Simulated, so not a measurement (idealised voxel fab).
process module | voxel trench capacitor
We display cut, a cross-section 190 nm in width whose square cells are each 5 nm.
Cross-section = grid of square cells, listed top down in bands; band = one or more rows. The entry gives the band's vertical extent as a top height and a bottom height in nm, then its horizontal make-up as materials from left to right, each with a width in nm. "air" stands for empty space; a single material marked "all across" fills the band edge to edge. Heads up on the height convention: 0 is the point under which the incoming wafer is all one material, and the lowest band has no bottom, it just keeps going down, like "0 down". The width entry "30->40" should be interpreted row by row: the top row of cells in the band takes the first number, the bottom row takes the second number, and the change between adjacent rows is uniform throughout. "no alteration" for a step: no cell of the cross-section changed in that step. "Trapped void list": empty spaces of 8 cells or more with no open way to the top, each given as width x height at distance, distance from the left edge, all in nm. Formally, on a step line, whatever follows the settings is a remark that the simulator itself makes on the step. overlay nm: step with mask; distance mask lay right of planned place; negative value = left of planned place.

**Process steps - plan**
1. RECEIVE, material Si
2. CONFORMAL_DEP, material SiN, thk nm 5
3. DIRECTIONAL_DEP, material aC, thk nm 10
4. PATTERN, tone open, mask id TRENCH, material resist, width nm 30, pitch nm 55, thk nm 25, overlay nm 0
5. DIRECTIONAL_ETCH, etch materials aC, depth nm 10
6. STRIP, etch materials resist
7. DIRECTIONAL_ETCH, etch materials SiN, depth nm 5
8. DIRECTIONAL_ETCH, etch materials Si, depth nm 30
9. STRIP, etch materials aC
10. CONFORMAL_DEP, material HfO2, thk nm 5
11. CONFORMAL_DEP, material TiN, thk nm 5
12. FILL_DEP, material W, thk nm 10
13. CMP, height nm 5

**Incoming wafer, cross-sectional view, post step 1**
    0 down: Si all across
    Trapped void list: none

**One mistake in running the module, otherwise start and plan as above: cross-section at the end**
    5 to 0: 25 of SiN, then 5 of HfO2, then 5 of TiN, then 10 of W, then 5 of TiN, then 5 of HfO2, then 25 of SiN, then 5 of HfO2, then 5 of TiN, then 10 of W, then 5 of TiN, then 5 of HfO2, then 25 of SiN, then 5 of HfO2, then 5 of TiN, then 10 of W, then 5 of TiN, then 5 of HfO2, then 25 of SiN
    0 to -50: 25 of Si, then 5 of HfO2, then 5 of TiN, then 10 of W, then 5 of TiN, then 5 of HfO2, then 25 of Si, then 5 of HfO2, then 5 of TiN, then 10 of W, then 5 of TiN, then 5 of HfO2, then 25 of Si, then 5 of HfO2, then 5 of TiN, then 10 of W, then 5 of TiN, then 5 of HfO2, then 25 of Si
    -50 to -55: 25 of Si, then 5 of HfO2, then 20 of TiN, then 5 of HfO2, then 25 of Si, then 5 of HfO2, then 20 of TiN, then 5 of HfO2, then 25 of Si, then 5 of HfO2, then 20 of TiN, then 5 of HfO2, then 25 of Si
    -55 to -60: 25 of Si, then 30 of HfO2, then 25 of Si, then 30 of HfO2, then 25 of Si, then 30 of HfO2, then 25 of Si
    -60 down: Si all across
    Trapped void list: none
Error vs. plan: step 8 of the plan was twice carried out
